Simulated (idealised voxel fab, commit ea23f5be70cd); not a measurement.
Title: Process Module voxel plated lines
Cross-sectional view cut (width: 185 nm; square cell size: 5 nm).
A cross-section is a grid of square cells, given in bands from the top down. A band is one or more rows of cells. Band: top and bottom heights (nm) first, top before bottom; then materials from left to right, widths in nm. "everywhere" marks a sole material filling the band edge to edge. "empty" denotes empty space. Ref level 0: as-received wafer is one material below here. Bottom band extends down with no lower bound ("0 -> down"). Read "30..40" as a graded width: first number on top, second number at the bottom, same change between each pair of neighbouring rows. "remained unchanged" (step): cross-section cells unchanged, all of them. "Closed-off voids" - sealed voids, min. 8 cells, no opening to top; format: width x height at distance (distance from left edge; nm throughout). Post-settings text on a step line: simulator's own remark regarding the step. overlay nm: mask right of planned place by this much (step with mask). Neg. = left.
# Process steps foreseen in the plan
- 1: RECEIVE: material Si
- 2: CONFORMAL_DEP: material SiO2, thk nm 10
- 3: DIRECTIONAL_DEP: material TiN, thk nm 5
- 4: PATTERN: tone open, mask id LINES, material resist, width nm 15, pitch nm 35, thk nm 30, overlay nm 0
- 5: EPI: material Ru, thk nm 10
- 6: EPI: material Ru, thk nm 10
- 7: STRIP: etch materials resist
- 8: DIRECTIONAL_ETCH: etch materials TiN, depth nm 5
- 9: CONFORMAL_DEP: material SiO2, thk nm 5
# As-received state of the wafer in cross-section, equivalent to post-step 1
- 0 -> down: Si everywhere
- Closed-off voids: none
# Cross-section: first of two wafers, module finished, run according to plan
- 40 -> 35: empty: 25; SiO2: 25; empty: 10; SiO2: 25; empty: 10; SiO2: 25; empty: 10; SiO2: 25; empty: 30
- 35 -> 15: empty: 25; SiO2: 5; Ru: 15; SiO2: 5; empty: 10; SiO2: 5; Ru: 15; SiO2: 5; empty: 10; SiO2: 5; Ru: 15; SiO2: 5; empty: 10; SiO2: 5; Ru: 15; SiO2: 5; empty: 30
- 15 -> 10: SiO2: 30; TiN: 15; SiO2: 20; TiN: 15; SiO2: 20; TiN: 15; SiO2: 20; TiN: 15; SiO2: 35
- 10 -> 0: SiO2 everywhere
- 0 -> down: Si everywhere
- Closed-off voids: none
# Cross-sectional image of the second wafer of the two following completion of the module. Starting state and process plan were the same as for the first wafer; one execution error occurred
- 50 -> 45: empty: 25; SiO2: 25; empty: 10; SiO2: 25; empty: 10; SiO2: 25; empty: 10; SiO2: 25; empty: 30
- 45 -> 15: empty: 25; SiO2: 5; Ru: 15; SiO2: 5; empty: 10; SiO2: 5; Ru: 15; SiO2: 5; empty: 10; SiO2: 5; Ru: 15; SiO2: 5; empty: 10; SiO2: 5; Ru: 15; SiO2: 5; empty: 30
- 15 -> 10: SiO2: 30; TiN: 15; SiO2: 20; TiN: 15; SiO2: 20; TiN: 15; SiO2: 20; TiN: 15; SiO2: 35
- 10 -> 0: SiO2 everywhere
- 0 -> down: Si everywhere
- Closed-off voids: none
What was the processing mistake? one of the identical steps 5 and 6 was executed twice, with no means of telling which
End check, counted in cells, second wafer has more or fewer of these materials than the first: Ru +24 | SiO2 +16
